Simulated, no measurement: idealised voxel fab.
Process module in this document: voxel released beams
We display cut, a cross-section 215 nm in width whose square cells are each 5 nm.
When this document writes out a cross-section, it uses a grid of square cells and lists it as bands, beginning at the top and moving down, with a band standing for one or more rows of cells. The entry gives the band's vertical extent as a top height and a bottom height in nm, then its horizontal make-up as materials from left to right, each with a width in nm. "air" stands for empty space; a single material marked "throughout" fills the band edge to edge. Beneath 0, the wafer as received is one material, and that level is where height counting begins. The lowest band goes on downward without a bottom; it is written like "0 down". So if you see something like "30 to 40" for the width, read it as the top row of the band sitting at the first number and the bottom row at the second, with every row in between moving by the same amount as the last. Step note "nothing changed" = no cross-section cell changed. "Encapsulated voids" specifies each empty space that is not open to the top and that occupies no fewer than 8 cells, using the form width x height at distance, the distance measured from the left edge and all three quantities in nm. Post-settings text on a step line: simulator's own remark regarding the step. overlay nm: right-of-plan distance of the mask on a masked step; negative values mean left-of-plan.
STEPS PLANNED FOR THE PROCESS
1 RECEIVE (material Si)
2 CONFORMAL_DEP (material SiN; thk nm 10)
3 DIRECTIONAL_DEP (material SiO2; thk nm 10)
4 DIRECTIONAL_DEP (material aC; thk nm 10)
5 PATTERN (tone open; mask id ANCHOR; material resist; width nm 40; thk nm 25; overlay nm 0)
6 DIRECTIONAL_ETCH (etch materials aC; depth nm 10)
7 STRIP (etch materials resist)
8 DIRECTIONAL_ETCH (etch materials SiO2; depth nm 10)
9 STRIP (etch materials aC)
10 CONFORMAL_DEP (material polySi; thk nm 15)
11 MASKED_ETCH (tone cover; mask id BEAM; width nm 100; etch materials polySi; depth nm 15; overlay nm 0)
12 STRIP (etch materials SiO2)
RECEIVED-STATE CROSS-SECTION, REFLECTING COMPLETION OF STEP 1
- 0 down: Si throughout
- Encapsulated voids: none
FIRST OF TWO WAFERS, END-OF-MODULE SECTION, RUN FOLLOWED PLAN
- 35 to 25: air: 55, polySi: 20, air: 10, polySi: 70, air: 60
- 25 to 20: air: 55, polySi: 100, air: 60
- 20 to 10: air: 60, polySi: 40, air: 115
- 10 to 0: SiN throughout
- 0 down: Si throughout
- Encapsulated voids: none
WHAT THE SECOND WAFER LOOKS LIKE IN CROSS-SECTION ONCE THE MODULE IS DONE. ITS START AND ITS PLAN MATCHED THE FIRST WAFER'S EXACTLY; WHAT DIFFERED WAS ONE MISTAKE IN HOW IT WAS RUN
- 45 to 30: air: 55, polySi: 100, air: 60
- 30 to 20: SiN throughout
- 20 to 10: SiO2 throughout
- 10 to 0: SiN throughout
- 0 down: Si throughout
- Encapsulated voids: none
What broke from the plan during processing? step 4 was not run as planned; what actually ran was DIRECTIONAL_DEP (material SiN; thk nm 10)
End of process, cell counts, second wafer against first, materials with more or fewer: 86 more of SiN; 86 more of SiO2; 12 fewer of polySi
